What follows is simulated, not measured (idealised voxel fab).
You're looking at the process module voxel trench capacitor.
In the cross-section labelled cut, the width is 230 nm and each square cell is 5 nm.
Heads up, the way a cross-section reads in here is a grid of square cells, handed over as bands from the top down, with every band being one or more rows of cells. Within each band entry, the heights of the top and of the bottom of the band appear first, in that order and in nm; the materials of the band then follow from left to right, each with its corresponding width in nm. The designation "edge to edge" on a single material indicates that it fills the band from edge to edge; the designation "air" indicates empty space. Convention: height 0 is the level below which the wafer, as received, is all one material. The lowest band does not terminate at the bottom but continues downward, represented as "0 down". When a width is written as two numbers, as in "30->40", the first number is the width in the top row of cells of the band and the second is the width in its bottom row, and the width changes by the same amount from each row to the next. You'll sometimes find "nothing changed" written for a step, and that's the way of saying that nowhere in the cross-section did a cell change during that step. Under "Closed void listing" you'll find the enclosed gaps, the ones with no way out to the top, that are 8 cells or bigger; each reads width x height at distance, with distance counted from the left edge, everything in nm. Formally, on a step line, whatever follows the settings is a remark that the simulator itself makes on the step. "overlay nm" answers the question of how far to the right of plan the mask lay on a step that has a mask, and when it is negative the answer is to the left.

Listed below are the process steps as planned
step 1: RECEIVE [material Si]
step 2: CONFORMAL_DEP [material SiN] [thk nm 5]
step 3: MASKED_ETCH [tone open] [mask id TRENCH] [width nm 15] [pitch nm 30] [etch materials SiN] [depth nm 5] [overlay nm 0]
step 4: MASKED_ETCH [tone open] [mask id TRENCH] [width nm 15] [pitch nm 30] [etch materials Si] [depth nm 35] [overlay nm 0]
step 5: CONFORMAL_DEP [material Al2O3] [thk nm 5]
step 6: FILL_DEP [material polySi] [thk nm 5]
step 7: CMP [height nm 5]

So this is the incoming wafer in cross-section - it's already been through step 1
	0 down: Si edge to edge
	Closed void listing: none

First of two wafers: cross-section at end of module, run per plan
	5 to 0: SiN (60), Al2O3 (5), polySi (5), Al2O3 (5), SiN (15), Al2O3 (5), polySi (5), Al2O3 (5), SiN (15), Al2O3 (5), polySi (5), Al2O3 (5), SiN (15), Al2O3 (5), polySi (5), Al2O3 (5), SiN (65)
	0 to -30: Si (60), Al2O3 (5), polySi (5), Al2O3 (5), Si (15), Al2O3 (5), polySi (5), Al2O3 (5), Si (15), Al2O3 (5), polySi (5), Al2O3 (5), Si (15), Al2O3 (5), polySi (5), Al2O3 (5), Si (65)
	-30 to -35: Si (60), Al2O3 (15), Si (15), Al2O3 (15), Si (15), Al2O3 (15), Si (15), Al2O3 (15), Si (65)
	-35 down: Si edge to edge
	Closed void listing: none

Here's the second of our two wafers sectioned at module end. Same start as the first, same plan, but one mistake got made running it
	5 to 0: SiN (60), Al2O3 (5), polySi (5), Al2O3 (5), SiN (15), Al2O3 (5), polySi (5), Al2O3 (5), SiN (15), Al2O3 (5), polySi (5), Al2O3 (5), SiN (15), Al2O3 (5), polySi (5), Al2O3 (5), SiN (65)
	0 to -65: Si (60), Al2O3 (5), polySi (5), Al2O3 (5), Si (15), Al2O3 (5), polySi (5), Al2O3 (5), Si (15), Al2O3 (5), polySi (5), Al2O3 (5), Si (15), Al2O3 (5), polySi (5), Al2O3 (5), Si (65)
	-65 to -70: Si (60), Al2O3 (15), Si (15), Al2O3 (15), Si (15), Al2O3 (15), Si (15), Al2O3 (15), Si (65)
	-70 down: Si edge to edge
	Closed void listing: none
Which mistake was made when the wafer was run? step 4 of the plan saw execution twice
The closing comparison, in cells, has the second wafer with more or fewer of some materials than the first: Al2O3: 56 more; Si: 84 fewer; polySi: 28 more
